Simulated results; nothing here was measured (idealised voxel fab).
Title: Process Module voxel ribs on slabs
In the cross-section labelled cut, the width is 220 nm and each square cell is 5 nm.
In what follows, cross-sections appear as grids of square cells, described through bands that run from the top down, where every band is one or more rows of cells. Top, bottom (nm), then materials left to right with widths (nm); lone material tagged "throughout" fills the whole band edge to edge; "empty" = empty space. Beneath 0, the wafer as received is one material, and that level is where height counting begins. The lowest band goes on downward without a bottom; it is written like "0 nm and below". Read "30->40" as a graded width: first number on top, second number at the bottom, same change between each pair of neighbouring rows. No cell of the cross-section changed in a step that is given as "identical to before". "Sealed void list": sealed empty spaces, 8 cells or more, no open way to top, listed width x height at distance, with distance from the left edge and width, height and distance in nm. On a step's line, text after the settings is the simulator commenting on that step. For masked steps, "overlay nm" on the step line gives how far right of plan the mask actually lay; a minus sign means it lay to the left.

LIST OF PLANNED PROCESS STEPS
1: RECEIVE: material Si
2: DIRECTIONAL_DEP: material SiO2, thk nm 20
3: DIRECTIONAL_DEP: material polySi, thk nm 25
4: PATTERN: tone cover, mask id RIB, material resist, width nm 25, thk nm 20, overlay nm 0
5: DIRECTIONAL_ETCH: etch materials polySi, depth nm 5
6: STRIP: etch materials resist
7: MASKED_ETCH: tone cover, mask id SLAB, width nm 75, etch materials polySi, depth nm 20, overlay nm 0
8: FILL_DEP: material SiO2, thk nm 20
9: CMP: height nm 55
10: DIRECTIONAL_DEP: material W, thk nm 10
11: DIRECTIONAL_DEP: material aC, thk nm 10
12: PATTERN: tone cover, mask id HEATER, material resist, width nm 35, thk nm 30, overlay nm 0
13: DIRECTIONAL_ETCH: etch materials aC, depth nm 10
14: STRIP: etch materials resist
15: DIRECTIONAL_ETCH: etch materials W, depth nm 10
16: STRIP: etch materials aC
17: CONFORMAL_DEP: material SiN, thk nm 5

FIRST OF TWO WAFERS: RUN AS PLANNED

AS-RECEIVED WAFER CROSS-SECTION (AFTER STEP 1)
- 0 nm and below = Si throughout
- Sealed void list: none

CROSS-SECTION: WAFER STATE AFTER STEP 2
- 20 nm to 0 nm = SiO2 throughout
- Under 0: no change, same as before.

CROSS-SECTION: WAFER STATE AFTER STEP 3
- 45 nm to 20 nm = polySi throughout
- Under 20: no change, same as before.

CROSS-SECTION: WAFER STATE AFTER STEP 4
- 65 nm to 45 nm = empty (95) | resist (25) | empty (100)
- Under 45: no change, same as before.

CROSS-SECTION: WAFER STATE AFTER STEP 5
- 65 nm to 45 nm = empty (95) | resist (25) | empty (100)
- 45 nm to 40 nm = empty (95) | polySi (25) | empty (100)
- Under 40: no change, same as before.

CROSS-SECTION: WAFER STATE AFTER STEP 6
- 45 nm to 40 nm = empty (95) | polySi (25) | empty (100)
- Under 40: no change, same as before.

CROSS-SECTION: WAFER STATE AFTER STEP 7
- 45 nm to 40 nm = empty (95) | polySi (25) | empty (100)
- 40 nm to 20 nm = empty (70) | polySi (75) | empty (75)
- Under 20: no change, same as before.

CROSS-SECTION: WAFER STATE AFTER STEP 8
- 65 nm to 45 nm = SiO2 throughout
- 45 nm to 40 nm = SiO2 (95) | polySi (25) | SiO2 (100)
- 40 nm to 20 nm = SiO2 (70) | polySi (75) | SiO2 (75)
- Under 20: no change, same as before.

CROSS-SECTION: WAFER STATE AFTER STEP 9
- 55 nm to 45 nm = SiO2 throughout
- Under 45: no change, same as before.

CROSS-SECTION: WAFER STATE AFTER STEP 10
- 65 nm to 55 nm = W throughout
- Under 55: no change, same as before.

CROSS-SECTION: WAFER STATE AFTER STEP 11
- 75 nm to 65 nm = aC throughout
- Under 65: no change, same as before.

CROSS-SECTION: WAFER STATE AFTER STEP 12
- 105 nm to 75 nm = empty (90) | resist (35) | empty (95)
- Under 75: no change, same as before.

CROSS-SECTION: WAFER STATE AFTER STEP 13
- 95 nm to 75 nm = empty (90) | resist (35) | empty (95)
- 75 nm to 65 nm = empty (90) | aC (35) | empty (95)
- Under 65: no change, same as before.

CROSS-SECTION: WAFER STATE AFTER STEP 14
- 75 nm to 65 nm = empty (90) | aC (35) | empty (95)
- Under 65: no change, same as before.

CROSS-SECTION: WAFER STATE AFTER STEP 15
- 75 nm to 65 nm = empty (90) | aC (35) | empty (95)
- 65 nm to 55 nm = empty (90) | W (35) | empty (95)
- Under 55: no change, same as before.

CROSS-SECTION: WAFER STATE AFTER STEP 16
- 65 nm to 55 nm = empty (90) | W (35) | empty (95)
- Under 55: no change, same as before.

CROSS-SECTION: WAFER STATE AFTER STEP 17
- 70 nm to 65 nm = empty (85) | SiN (45) | empty (90)
- 65 nm to 60 nm = empty (85) | SiN (5) | W (35) | SiN (5) | empty (90)
- 60 nm to 55 nm = SiN (90) | W (35) | SiN (95)
- Under 55: no change, same as before.

THE SECOND WAFER: COMMON ORIGIN AND PLAN, ONE MISTAKE IN EXECUTION, IDENTICAL TO THE FIRST THROUGH STEP 2

CROSS-SECTIONAL REPRESENTATION OF THE SECOND WAFER AT THE TIME DESIGNATED IN THE PLAN FOR THE COMPLETION OF STEP 3
- 55 nm to 20 nm = polySi throughout
- Under 20: no change, same as before.

CROSS-SECTIONAL REPRESENTATION OF THE SECOND WAFER AT THE TIME DESIGNATED IN THE PLAN FOR THE COMPLETION OF STEP 4
- 75 nm to 55 nm = empty (95) | resist (25) | empty (100)
- Under 55: no change, same as before.

CROSS-SECTIONAL REPRESENTATION OF THE SECOND WAFER AT THE TIME DESIGNATED IN THE PLAN FOR THE COMPLETION OF STEP 5
- 75 nm to 55 nm = empty (95) | resist (25) | empty (100)
- 55 nm to 50 nm = empty (95) | polySi (25) | empty (100)
- Under 50: no change, same as before.

CROSS-SECTIONAL REPRESENTATION OF THE SECOND WAFER AT THE TIME DESIGNATED IN THE PLAN FOR THE COMPLETION OF STEP 6
- 55 nm to 50 nm = empty (95) | polySi (25) | empty (100)
- Under 50: no change, same as before.

CROSS-SECTIONAL REPRESENTATION OF THE SECOND WAFER AT THE TIME DESIGNATED IN THE PLAN FOR THE COMPLETION OF STEP 7
- 55 nm to 50 nm = empty (95) | polySi (25) | empty (100)
- 50 nm to 30 nm = empty (70) | polySi (75) | empty (75)
- Under 30: no change, same as before.

CROSS-SECTIONAL REPRESENTATION OF THE SECOND WAFER AT THE TIME DESIGNATED IN THE PLAN FOR THE COMPLETION OF STEP 8
- 75 nm to 55 nm = SiO2 throughout
- 55 nm to 50 nm = SiO2 (95) | polySi (25) | SiO2 (100)
- 50 nm to 30 nm = SiO2 (70) | polySi (75) | SiO2 (75)
- Under 30: no change, same as before.

CROSS-SECTIONAL REPRESENTATION OF THE SECOND WAFER AT THE TIME DESIGNATED IN THE PLAN FOR THE COMPLETION OF STEP 9
- 55 nm to 50 nm = SiO2 (95) | polySi (25) | SiO2 (100)
- Under 50: no change, same as before.

CROSS-SECTIONAL REPRESENTATION OF THE SECOND WAFER AT THE TIME DESIGNATED IN THE PLAN FOR THE COMPLETION OF STEP 10
- 65 nm to 55 nm = W throughout
- Under 55: no change, same as before.

CROSS-SECTIONAL REPRESENTATION OF THE SECOND WAFER AT THE TIME DESIGNATED IN THE PLAN FOR THE COMPLETION OF STEP 11
- 75 nm to 65 nm = aC throughout
- Under 65: no change, same as before.

CROSS-SECTIONAL REPRESENTATION OF THE SECOND WAFER AT THE TIME DESIGNATED IN THE PLAN FOR THE COMPLETION OF STEP 12
- 105 nm to 75 nm = empty (90) | resist (35) | empty (95)
- Under 75: no change, same as before.

CROSS-SECTIONAL REPRESENTATION OF THE SECOND WAFER AT THE TIME DESIGNATED IN THE PLAN FOR THE COMPLETION OF STEP 13
- 95 nm to 75 nm = empty (90) | resist (35) | empty (95)
- 75 nm to 65 nm = empty (90) | aC (35) | empty (95)
- Under 65: no change, same as before.

CROSS-SECTIONAL REPRESENTATION OF THE SECOND WAFER AT THE TIME DESIGNATED IN THE PLAN FOR THE COMPLETION OF STEP 14
- 75 nm to 65 nm = empty (90) | aC (35) | empty (95)
- Under 65: no change, same as before.

CROSS-SECTIONAL REPRESENTATION OF THE SECOND WAFER AT THE TIME DESIGNATED IN THE PLAN FOR THE COMPLETION OF STEP 15
- 75 nm to 65 nm = empty (90) | aC (35) | empty (95)
- 65 nm to 55 nm = empty (90) | W (35) | empty (95)
- Under 55: no change, same as before.

CROSS-SECTIONAL REPRESENTATION OF THE SECOND WAFER AT THE TIME DESIGNATED IN THE PLAN FOR THE COMPLETION OF STEP 16
- 65 nm to 55 nm = empty (90) | W (35) | empty (95)
- Under 55: no change, same as before.

CROSS-SECTIONAL REPRESENTATION OF THE SECOND WAFER AT THE TIME DESIGNATED IN THE PLAN FOR THE COMPLETION OF STEP 17
- 70 nm to 65 nm = empty (85) | SiN (45) | empty (90)
- 65 nm to 60 nm = empty (85) | SiN (5) | W (35) | SiN (5) | empty (90)
- 60 nm to 55 nm = SiN (90) | W (35) | SiN (95)
- Under 55: no change, same as before.
Deviation from plan: step 3, actual vs plan mismatch, actual run DIRECTIONAL_DEP: material polySi, thk nm 35
The final cell counts differ between the wafers, with the second having more or fewer of some materials than the first: SiO2 -88; polySi +88
